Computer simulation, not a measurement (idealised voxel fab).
Module name: voxel air gaps (process module)
Xsec cut, 215 nm wide, square cell size 5 nm.
A cross-section is a grid of square cells, given in bands from the top down. A band is one or more rows of cells. Band entry format. Leading values: height of top, height of bottom, nm. Remainder: materials in left-to-right order, each with its width in nm. Special words: "edge to edge" on a single material, which then fills the band edge to edge; "air", empty space. For the purposes of this specification, 0 denotes the height below which the wafer in its as-received condition is composed wholly of one material, and the lowermost band, lacking a lower limit, extends downward without end, as expressed in "0 down". Think of "30..40" as a width that walks from the first number to the second as you go down the band, top row to bottom row, taking equal-sized steps from row to row. Step marked "no modifications"? Then no cell in the cross-section changed in it. This entry, "Closed void list", enumerates those empty regions of no fewer than 8 cells that possess no open connection to the top. Each region is reported in the form width x height at distance, the distance being taken from the left edge, with all three quantities expressed in nm. The remark found on a step's line after its settings is issued by the simulator itself and pertains to that step. When a step includes a mask, the "overlay nm" setting on its line states how far to the right of its planned place that mask lay, and negative values state how far to the left.

[Process steps foreseen in the plan]
| 1 | RECEIVE with material Si |
| 2 | CONFORMAL_DEP with material SiO2, thk nm 10 |
| 3 | CONFORMAL_DEP with material SiCN, thk nm 5 |
| 4 | DIRECTIONAL_DEP with material lowk, thk nm 35 |
| 5 | MASKED_ETCH with tone open, mask id LINES, width nm 20, pitch nm 50, etch materials lowk, depth nm 35, overlay nm 0 |
| 6 | CONFORMAL_DEP with material TiN, thk nm 5 |
| 7 | FILL_DEP with material Ru, thk nm 10 |
| 8 | CMP with height nm 50 |
| 9 | EPI with material Ru, thk nm 10 |
| 10 | SELECTIVE_ETCH with etch materials lowk, depth nm 45 |
| 11 | CONFORMAL_DEP with material SiCN, thk nm 5 |

[Wafer cross-section on receipt, i.e. after step 1]
- 0 down | Si edge to edge
- Closed void list: none

[first wafer at the end, as planned]
- 65 to 60 | air 5 nm | SiCN 200 nm | air 10 nm
- 60 to 50 | air 5 nm | SiCN 5 nm | Ru 40 nm | SiCN 10 nm | Ru 40 nm | SiCN 10 nm | Ru 40 nm | SiCN 10 nm | Ru 40 nm | SiCN 5 nm | air 10 nm
- 50 to 45 | air 5 nm | SiCN 15 nm | TiN 5 nm | Ru 10 nm | TiN 5 nm | SiCN 30 nm | TiN 5 nm | Ru 10 nm | TiN 5 nm | SiCN 30 nm | TiN 5 nm | Ru 10 nm | TiN 5 nm | SiCN 30 nm | TiN 5 nm | Ru 10 nm | TiN 5 nm | SiCN 15 nm | air 10 nm
- 45 to 20 | air 15 nm | SiCN 5 nm | TiN 5 nm | Ru 10 nm | TiN 5 nm | SiCN 5 nm | air 20 nm | SiCN 5 nm | TiN 5 nm | Ru 10 nm | TiN 5 nm | SiCN 5 nm | air 20 nm | SiCN 5 nm | TiN 5 nm | Ru 10 nm | TiN 5 nm | SiCN 5 nm | air 20 nm | SiCN 5 nm | TiN 5 nm | Ru 10 nm | TiN 5 nm | SiCN 5 nm | air 20 nm
- 20 to 15 | SiCN 20 nm | TiN 20 nm | SiCN 30 nm | TiN 20 nm | SiCN 30 nm | TiN 20 nm | SiCN 30 nm | TiN 20 nm | SiCN 25 nm
- 15 to 10 | SiCN edge to edge
- 10 to 0 | SiO2 edge to edge
- 0 down | Si edge to edge
- Closed void list: 20 x 25 at 45; 20 x 25 at 95; 20 x 25 at 145

[Here's the second of our two wafers sectioned at module end. Same start as the first, same plan, but one mistake got made running it]
- 75 to 70 | SiCN edge to edge
- 70 to 50 | Ru 210 nm | SiCN 5 nm
- 50 to 45 | lowk 20 nm | TiN 5 nm | Ru 10 nm | TiN 5 nm | lowk 30 nm | TiN 5 nm | Ru 10 nm | TiN 5 nm | lowk 30 nm | TiN 5 nm | Ru 10 nm | TiN 5 nm | lowk 30 nm | TiN 5 nm | Ru 10 nm | TiN 5 nm | SiCN 25 nm
- 45 to 20 | lowk 20 nm | TiN 5 nm | Ru 10 nm | TiN 5 nm | lowk 30 nm | TiN 5 nm | Ru 10 nm | TiN 5 nm | lowk 30 nm | TiN 5 nm | Ru 10 nm | TiN 5 nm | lowk 30 nm | TiN 5 nm | Ru 10 nm | TiN 5 nm | SiCN 5 nm | air 20 nm
- 20 to 15 | lowk 20 nm | TiN 20 nm | lowk 30 nm | TiN 20 nm | lowk 30 nm | TiN 20 nm | lowk 30 nm | TiN 20 nm | SiCN 25 nm
- 15 to 10 | SiCN edge to edge
- 10 to 0 | SiO2 edge to edge
- 0 down | Si edge to edge
- Closed void list: 20 x 25 at 195
It is concluded that the wafer was processed incorrectly with respect to the plan, in that plan step 9 was conducted twice
End check, counted in cells, second wafer has more or fewer of these materials than the first: Ru +104 | SiCN -85 | lowk +154
Wafer, first: 3 closed voids at end. Wafer, second: 1.
